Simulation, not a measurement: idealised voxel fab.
process module | voxel wiring stack
Cross-section cut: width 200 nm, square cells of 5 nm.
Square cells in a grid make up a cross-section in this document, and the grid is given as bands, listed from the top down, each one or more rows of cells.
Band: top and bottom heights (nm) first, top before bottom; then materials from left to right, widths in nm. "all across" marks a sole material filling the band edge to edge. "blank" denotes empty space.
Where do heights start? At 0: under that level the wafer as delivered is made of one material only. And the lowest band has no floor; it just carries on downward, as in "0 down".
Width spec "30..40" -> top row of cells at first value, bottom row at second value, equal per-row change in between.
It should be understood that the words "everything unchanged", when stated for a given step, signify that the cross-section underwent no change in any of its cells during that step.
"Closed cavity list" enumerates empty spaces isolated from the top, with no open way to it, that contain at least 8 cells, giving each as width x height at distance from the left edge, all three in nm.
If you see something after the settings on a step's line, that's the simulator's own remark about that step.
overlay nm, on a step with a mask: how far to the right of its planned place the mask lay; to the left if negative

The process steps that were planned are listed below:
1. RECEIVE,material Si
2. CONFORMAL_DEP,material SiO2,thk nm 15
3. DIRECTIONAL_DEP,material TiN,thk nm 5
4. DIRECTIONAL_DEP,material Ru,thk nm 15
5. MASKED_ETCH,tone cover,mask id METAL_1,width nm 25,pitch nm 50,etch materials Ru,depth nm 15,overlay nm 0
6. MASKED_ETCH,tone cover,mask id METAL_1,width nm 25,pitch nm 50,etch materials TiN,depth nm 5,overlay nm 0
7. CONFORMAL_DEP,material SiCN,thk nm 5
8. FILL_DEP,material SiO2,thk nm 5
9. CMP,height nm 35
10. CONFORMAL_DEP,material SiCN,thk nm 5
11. DIRECTIONAL_DEP,material SiO2,thk nm 20
12. DIRECTIONAL_DEP,material aC,thk nm 10
13. PATTERN,tone open,mask id PLUG_1,material resist,width nm 15,pitch nm 50,thk nm 25,overlay nm 0
14. DIRECTIONAL_ETCH,etch materials aC,depth nm 10
15. STRIP,etch materials resist
16. DIRECTIONAL_ETCH,etch materials SiO2,depth nm 20
17. DIRECTIONAL_ETCH,etch materials SiCN,depth nm 5
18. STRIP,etch materials aC
19. EPI,material Ru,thk nm 10
20. EPI,material Ru,thk nm 10
21. EPI,material Ru,thk nm 5
22. DIRECTIONAL_DEP,material TiN,thk nm 5
23. DIRECTIONAL_DEP,material Ru,thk nm 20
24. MASKED_ETCH,tone cover,mask id METAL_2,width nm 25,pitch nm 50,etch materials Ru,depth nm 20,overlay nm 0
25. MASKED_ETCH,tone cover,mask id METAL_2,width nm 25,pitch nm 50,etch materials TiN,depth nm 5,overlay nm 0
26. CONFORMAL_DEP,material SiN,thk nm 5
27. FILL_DEP,material SiO2,thk nm 10
28. CMP,height nm 85
29. CONFORMAL_DEP,material SiCN,thk nm 5
30. DIRECTIONAL_DEP,material lowk,thk nm 15
31. PATTERN,tone open,mask id PLUG_2,material resist,width nm 15,thk nm 15,overlay nm 0
32. DIRECTIONAL_ETCH,etch materials lowk,depth nm 15
33. DIRECTIONAL_ETCH,etch materials SiCN,depth nm 5
34. STRIP,etch materials resist
35. CONFORMAL_DEP,material TiN,thk nm 5
36. FILL_DEP,material Cu,thk nm 10
37. CMP,height nm 105
38. DIRECTIONAL_DEP,material TiN,thk nm 5
39. DIRECTIONAL_DEP,material Ru,thk nm 15
40. MASKED_ETCH,tone cover,mask id METAL_3,width nm 25,pitch nm 50,etch materials Ru,depth nm 15,overlay nm 0
41. MASKED_ETCH,tone cover,mask id METAL_3,width nm 25,pitch nm 50,etch materials TiN,depth nm 5,overlay nm 0
42. CONFORMAL_DEP,material SiCN,thk nm 5
43. FILL_DEP,material lowk,thk nm 10
44. CMP,height nm 125
45. CONFORMAL_DEP,material SiCN,thk nm 5

Wafer cross-section on receipt, i.e. after step 1:
- 0 down: Si all across
- Closed cavity list: none

Here's the cross-section of the first of our two wafers at the end of the module - it ran as planned:
- 130 to 125: SiCN all across
- 125 to 110: 55 of lowk; 5 of SiCN; 25 of Ru; 5 of SiCN; 15 of lowk; 5 of SiCN; 25 of Ru; 5 of SiCN; 60 of lowk
- 110 to 105: 60 of SiCN; 25 of TiN; 25 of SiCN; 25 of TiN; 65 of SiCN
- 105 to 90: 60 of lowk; 5 of TiN; 5 of Cu; 5 of TiN; 125 of lowk
- 90 to 85: 60 of SiCN; 15 of TiN; 125 of SiCN
- 85 to 65: 55 of SiO2; 5 of SiN; 25 of Ru; 5 of SiN; 15 of SiO2; 5 of SiN; 25 of Ru; 5 of SiN; 60 of SiO2
- 65 to 60: 60 of SiN; 25 of TiN; 25 of SiN; 25 of TiN; 65 of SiN
- 60 to 40: 60 of SiO2; 15 of Ru; 35 of SiO2; 15 of Ru; 75 of SiO2
- 40 to 35: 60 of SiCN; 15 of Ru; 35 of SiCN; 15 of Ru; 75 of SiCN
- 35 to 20: 55 of SiO2; 5 of SiCN; 25 of Ru; 5 of SiCN; 15 of SiO2; 5 of SiCN; 25 of Ru; 5 of SiCN; 60 of SiO2
- 20 to 15: 60 of SiCN; 25 of TiN; 25 of SiCN; 25 of TiN; 65 of SiCN
- 15 to 0: SiO2 all across
- 0 down: Si all across
- Closed cavity list: none

Second wafer at the end: like start, like plan, one mistake:
- 130 to 125: SiCN all across
- 125 to 110: 55 of lowk; 5 of SiCN; 25 of Ru; 5 of SiCN; 15 of lowk; 5 of SiCN; 25 of Ru; 5 of SiCN; 60 of lowk
- 110 to 105: 60 of SiCN; 25 of TiN; 25 of SiCN; 25 of TiN; 65 of SiCN
- 105 to 90: 60 of lowk; 5 of TiN; 5 of Cu; 5 of TiN; 125 of lowk
- 90 to 85: 60 of SiCN; 15 of TiN; 125 of SiCN
- 85 to 70: 60 of Ru; 5 of SiN; 15 of SiO2; 5 of SiN; 25 of Ru; 5 of SiN; 15 of SiO2; 5 of SiN; 65 of Ru
- 70 to 65: 60 of Ru; 25 of SiN; 25 of Ru; 25 of SiN; 65 of Ru
- 65 to 60: TiN all across
- 60 to 40: 60 of SiO2; 15 of Ru; 35 of SiO2; 15 of Ru; 75 of SiO2
- 40 to 35: 60 of SiCN; 15 of Ru; 35 of SiCN; 15 of Ru; 75 of SiCN
- 35 to 20: 55 of SiO2; 5 of SiCN; 25 of Ru; 5 of SiCN; 15 of SiO2; 5 of SiCN; 25 of Ru; 5 of SiCN; 60 of SiO2
- 20 to 15: 60 of SiCN; 25 of TiN; 25 of SiCN; 25 of TiN; 65 of SiCN
- 15 to 0: SiO2 all across
- 0 down: Si all across
- Closed cavity list: none
Which mistake was made when the wafer was run? step 24 off recipe, ran as MASKED_ETCH,tone open,mask id METAL_2,width nm 25,pitch nm 50,etch materials Ru,depth nm 20,overlay nm 0
Counted in cells at the end, the second wafer holds more or fewer of these materials than the first: +80 Ru, -24 SiN, -86 SiO2, +30 TiN
